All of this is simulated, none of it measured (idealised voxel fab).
Herein follows the process module entitled voxel released beams.
Section shown: cut. Width: 140 nm. Cell size: 5 nm, square.
A cross-section in this document is a grid of square cells, and it is written down as bands, the top band listed before the ones below it; a band is made up of one or more rows of cells. Heights first: top, then bottom, in nm. Then materials, left to right, each with a width in nm. "all across" on a single material: fills the band edge to edge. "air": empty space. Beneath 0, the wafer as received is one material, and that level is where height counting begins. The lowest band goes on downward without a bottom; it is written like "z 0 and below". The notation "30..40" denotes a width that varies across the rows of cells in the band, beginning at the first number in the top row, finishing at the second number in the bottom row, and changing by an identical amount from each row to the next. "all unchanged" -> step changed no cross-section cell. Listed in "Completely sealed voids": every empty space of 8 or more cells without an open way to the top. Form: width x height at distance, the distance being from the left edge, all in nm. Note: text after step settings on the step line = simulator remark on that step. overlay nm, on a step with a mask: how far to the right of its planned place the mask lay; to the left if negative.

[So here's the lineup of process steps we planned]
| 1 | RECEIVE: material Si |
| 2 | CONFORMAL_DEP: material Al2O3, thk nm 5 |
| 3 | DIRECTIONAL_DEP: material SiO2, thk nm 5 |
| 4 | MASKED_ETCH: tone open, mask id ANCHOR, width nm 30, etch materials SiO2, depth nm 10, overlay nm 0 |
| 5 | CONFORMAL_DEP: material W, thk nm 10 |
| 6 | MASKED_ETCH: tone cover, mask id BEAM, width nm 80, etch materials W, depth nm 10, overlay nm 0 |
| 7 | STRIP: etch materials SiO2 |
Keep in mind the plan's value for the thk nm of step 3 comes from the first wafer; the wafers don't share that setting, but they do share the same starting point.

[Here's the first of the wafers in cross-section, just as we got it, i.e. after step 1]
	z 0 and below | Si all across
	Completely sealed voids: none

[End-of-module cross-section, first of several wafers, after last step 7]
	z 20 to 15 | air: 25 / W: 15 / air: 10 / W: 55 / air: 35
	z 15 to 5 | air: 25..30 / W: 80..30 / air: 35..80
	z 5 to 0 | Al2O3 all across
	z 0 and below | Si all across
	Completely sealed voids: none

[The final wafer, sectioned at module end]
	z 5 to 0 | Al2O3 all across
	z 0 and below | Si all across
	Completely sealed voids: none

[Row per wafer, end-of-module: cell gain (+)/loss (-) by material since the wafer came in, then closed voids]
thk nm 5; +28 Al2O3; +36 W; Completely sealed voids: none
thk nm 10; +28 Al2O3; +40 W; Completely sealed voids: none
thk nm 15; +28 Al2O3; Completely sealed voids: none
thk nm 20; +28 Al2O3; Completely sealed voids: none
thk nm 25; +28 Al2O3; Completely sealed voids: none
